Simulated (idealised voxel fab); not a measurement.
Process module, titled voxel gate over fins
For reference, the cross-section in this document is cut, with width 160 nm and square cells of 5 nm.
Cross-section format: a grid of square cells, given as bands from top to bottom; each band is one or more rows of cells. Heights first: top, then bottom, in nm. Then materials, left to right, each with a width in nm. "throughout" on a single material: fills the band edge to edge. "air": empty space. All heights in this document are referenced to 0, defined as the level beneath which the wafer, as received, consists entirely of one material. The lowest band is not bounded below; it extends indefinitely downward and is written in the form "0 -> down". The two numbers in a width such as "30 to 40" mark its ends across the band: the first belongs to the top row of cells, the second to the bottom row, and from each row to the next the width moves by the same amount. Reading "remained unchanged" for a step: not a cell of the cross-section changed in it. This entry, "Cavities, sealed", enumerates those empty regions of no fewer than 8 cells that possess no open connection to the top. Each region is reported in the form width x height at distance, the distance being taken from the left edge, with all three quantities expressed in nm. Anything after a step's settings on that line? It's the simulator's own note about the step. "overlay nm", when on a step's line for a step with a mask, measures how far to the right of its planned place the mask lay; a negative measure means to the left.

**Here's what the planned process steps look like**
1,RECEIVE with material Si
2,CONFORMAL_DEP with material SiN, thk nm 5
3,DIRECTIONAL_DEP with material aC, thk nm 10
4,PATTERN with tone cover, mask id FINS, material resist, width nm 15, pitch nm 35, thk nm 30, overlay nm 0
5,DIRECTIONAL_ETCH with etch materials aC, depth nm 10
6,STRIP with etch materials resist
7,DIRECTIONAL_ETCH with etch materials SiN, depth nm 5
8,DIRECTIONAL_ETCH with etch materials Si, depth nm 30
9,STRIP with etch materials aC
10,OXIDIZE with depth nm 5
11,FILL_DEP with material SiO2, thk nm 10
12,CMP with height nm 5
13,SELECTIVE_ETCH with etch materials SiO2, depth nm 15
14,STRIP with etch materials SiN
15,CONFORMAL_DEP with material HfO2, thk nm 5
16,CONFORMAL_DEP with material TiN, thk nm 5
17,CONFORMAL_DEP with material TiAl, thk nm 5
18,CONFORMAL_DEP with material TiN, thk nm 5
19,FILL_DEP with material W, thk nm 10
20,CMP with height nm 25
21,CONFORMAL_DEP with material SiCN, thk nm 5

**Run as planned: first of two wafers**

**Wafer at receipt (post step 1), cross-section**
    0 -> down: Si throughout
    Cavities, sealed: none

**The following cross-section depicts the wafer upon completion of step 2**
    5 -> 0: SiN throughout
    Under 0: no change, same as before.

**The following cross-section depicts the wafer upon completion of step 3**
    15 -> 5: aC throughout
    Under 5: no change, same as before.

**The following cross-section depicts the wafer upon completion of step 4**
    45 -> 15: 55 air | 15 resist | 20 air | 15 resist | 55 air
    Under 15: no change, same as before.

**The following cross-section depicts the wafer upon completion of step 5**
    35 -> 15: 55 air | 15 resist | 20 air | 15 resist | 55 air
    15 -> 5: 55 air | 15 aC | 20 air | 15 aC | 55 air
    Under 5: no change, same as before.

**The following cross-section depicts the wafer upon completion of step 6**
    15 -> 5: 55 air | 15 aC | 20 air | 15 aC | 55 air
    Under 5: no change, same as before.

**The following cross-section depicts the wafer upon completion of step 7**
    15 -> 5: 55 air | 15 aC | 20 air | 15 aC | 55 air
    5 -> 0: 55 air | 15 SiN | 20 air | 15 SiN | 55 air
    Under 0: no change, same as before.

**The following cross-section depicts the wafer upon completion of step 8**
    15 -> 5: 55 air | 15 aC | 20 air | 15 aC | 55 air
    5 -> 0: 55 air | 15 SiN | 20 air | 15 SiN | 55 air
    0 -> -30: 55 air | 15 Si | 20 air | 15 Si | 55 air
    Under -30: no change, same as before.

**The following cross-section depicts the wafer upon completion of step 9**
    5 -> 0: 55 air | 15 SiN | 20 air | 15 SiN | 55 air
    Under 0: no change, same as before.

**The following cross-section depicts the wafer upon completion of step 10**
    5 -> 0: 55 air | 15 SiN | 20 air | 15 SiN | 55 air
    0 -> -30: 55 air | 5 SiO2 | 5 Si | 5 SiO2 | 20 air | 5 SiO2 | 5 Si | 5 SiO2 | 55 air
    -30 -> -35: 60 SiO2 | 5 Si | 30 SiO2 | 5 Si | 60 SiO2
    Under -35: no change, same as before.

**The following cross-section depicts the wafer upon completion of step 11**
    15 -> 5: SiO2 throughout
    5 -> 0: 55 SiO2 | 15 SiN | 20 SiO2 | 15 SiN | 55 SiO2
    0 -> -35: 60 SiO2 | 5 Si | 30 SiO2 | 5 Si | 60 SiO2
    Under -35: no change, same as before.

**The following cross-section depicts the wafer upon completion of step 12**
    5 -> 0: 55 SiO2 | 15 SiN | 20 SiO2 | 15 SiN | 55 SiO2
    Under 0: no change, same as before.

**The following cross-section depicts the wafer upon completion of step 13**
    5 -> 0: 55 air | 15 SiN | 20 air | 15 SiN | 55 air
    0 -> -10: 60 air | 5 Si | 30 air | 5 Si | 60 air
    Under -10: no change, same as before.

**The following cross-section depicts the wafer upon completion of step 14**
    0 -> -10: 60 air | 5 Si | 30 air | 5 Si | 60 air
    Under -10: no change, same as before.

**The following cross-section depicts the wafer upon completion of step 15**
    5 -> 0: 55 air | 15 HfO2 | 20 air | 15 HfO2 | 55 air
    0 -> -5: 55 air | 5 HfO2 | 5 Si | 5 HfO2 | 20 air | 5 HfO2 | 5 Si | 5 HfO2 | 55 air
    -5 -> -10: 60 HfO2 | 5 Si | 30 HfO2 | 5 Si | 60 HfO2
    Under -10: no change, same as before.

**The following cross-section depicts the wafer upon completion of step 16**
    10 -> 5: 50 air | 25 TiN | 10 air | 25 TiN | 50 air
    5 -> 0: 50 air | 5 TiN | 15 HfO2 | 5 TiN | 10 air | 5 TiN | 15 HfO2 | 5 TiN | 50 air
    0 -> -5: 55 TiN | 5 HfO2 | 5 Si | 5 HfO2 | 20 TiN | 5 HfO2 | 5 Si | 5 HfO2 | 55 TiN
    Under -5: no change, same as before.

**The following cross-section depicts the wafer upon completion of step 17**
    15 -> 10: 45 air | 70 TiAl | 45 air
    10 -> 5: 45 air | 5 TiAl | 25 TiN | 10 TiAl | 25 TiN | 5 TiAl | 45 air
    5 -> 0: 50 TiAl | 5 TiN | 15 HfO2 | 5 TiN | 10 TiAl | 5 TiN | 15 HfO2 | 5 TiN | 50 TiAl
    Under 0: no change, same as before.

**The following cross-section depicts the wafer upon completion of step 18**
    20 -> 15: 40 air | 80 TiN | 40 air
    15 -> 10: 40 air | 5 TiN | 70 TiAl | 5 TiN | 40 air
    10 -> 5: 45 TiN | 5 TiAl | 25 TiN | 10 TiAl | 25 TiN | 5 TiAl | 45 TiN
    Under 5: no change, same as before.

**The following cross-section depicts the wafer upon completion of step 19**
    30 -> 20: W throughout
    20 -> 15: 40 W | 80 TiN | 40 W
    15 -> 10: 40 W | 5 TiN | 70 TiAl | 5 TiN | 40 W
    Under 10: no change, same as before.

**The following cross-section depicts the wafer upon completion of step 20**
    25 -> 20: W throughout
    Under 20: no change, same as before.

**The following cross-section depicts the wafer upon completion of step 21**
    30 -> 25: SiCN throughout
    Under 25: no change, same as before.

**Okay, second wafer. Nothing different at the start, nothing different in the plan, just one mistake somewhere in the running. As far as step 16, counting that step, it's the first wafer all over again**

**Planned end of step 17: second wafer, cross-section**
    15 -> 5: 45 air | 70 TiN | 45 air
    5 -> 0: 55 TiN | 15 HfO2 | 20 TiN | 15 HfO2 | 55 TiN
    Under 0: no change, same as before.

**Planned end of step 18: second wafer, cross-section**
    20 -> 15: 40 air | 80 TiAl | 40 air
    15 -> 10: 40 air | 5 TiAl | 70 TiN | 5 TiAl | 40 air
    10 -> 5: 45 TiAl | 70 TiN | 45 TiAl
    Under 5: no change, same as before.

**Planned end of step 19: second wafer, cross-section**
    30 -> 20: W throughout
    20 -> 15: 40 W | 80 TiAl | 40 W
    15 -> 10: 40 W | 5 TiAl | 70 TiN | 5 TiAl | 40 W
    Under 10: no change, same as before.

**Planned end of step 20: second wafer, cross-section**
    25 -> 20: W throughout
    Under 20: no change, same as before.

**Planned end of step 21: second wafer, cross-section**
    30 -> 25: SiCN throughout
    Under 25: no change, same as before.
Misprocessing identified: steps 17 and 18 swapped
Per the end-of-run cell counts, the second wafer holds more or fewer of some materials than the first: TiAl: 4 fewer, TiN: 4 more
